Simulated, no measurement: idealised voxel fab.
Process module heading - voxel spacer lines
Cross-section cut: width 250 nm, square cells of 5 nm.
Cross-section format: a grid of square cells, given as bands from top to bottom; each band is one or more rows of cells.
The entry gives the band's vertical extent as a top height and a bottom height in nm, then its horizontal make-up as materials from left to right, each with a width in nm. "blank" stands for empty space; a single material marked "full width" fills the band edge to edge.
Note: height 0 marks the level under which the wafer is uniformly one material as received. Lowest band unbounded below, written "0 nm and below".
Graded width ("30 to 40"): value in top row of band = first number; value in bottom row = second number; row-to-row change constant.
Step marked "nothing got changed"? Then no cell in the cross-section changed in it.
Entry "Enclosed void catalog" = empty spaces >= 8 cells with no open way to the top; each as width x height at distance, distance from left edge, all nm.
If you see something after the settings on a step's line, that's the simulator's own remark about that step.
Among the settings permitted on a step's line is "overlay nm"; applied to a step with a mask, it specifies the extent to which the mask lay to the right of its planned position, whereas a negative figure signifies a position to the left.
Process steps - plan:
1) RECEIVE | material Si
2) CONFORMAL_DEP | material Al2O3 | thk nm 10
3) DIRECTIONAL_DEP | material TiN | thk nm 10
4) DIRECTIONAL_DEP | material aC | thk nm 20
5) PATTERN | tone cover | mask id MANDREL | material resist | width nm 20 | pitch nm 60 | thk nm 30 | overlay nm 0
6) DIRECTIONAL_ETCH | etch materials aC | depth nm 20
7) STRIP | etch materials resist
8) CONFORMAL_DEP | material SiO2 | thk nm 10
9) DIRECTIONAL_ETCH | etch materials SiO2 | depth nm 10
10) STRIP | etch materials aC
11) DIRECTIONAL_ETCH | etch materials TiN | depth nm 10
12) STRIP | etch materials SiO2
13) FILL_DEP | material SiO2 | thk nm 5
14) CMP | height nm 20
Delivered wafer in cross-section: state after step 1:
	0 nm and below  Si full width
	Enclosed void catalog: none
Cross-section at module end, one run error; start and plan unchanged from above:
	20 nm to 10 nm  Al2O3 full width
	10 nm to 0 nm  TiN full width
	0 nm and below  Si full width
	Enclosed void catalog: none
It is concluded that the wafer was processed incorrectly with respect to the plan, in that transposition of steps 2 and 3 relative to the planned sequence
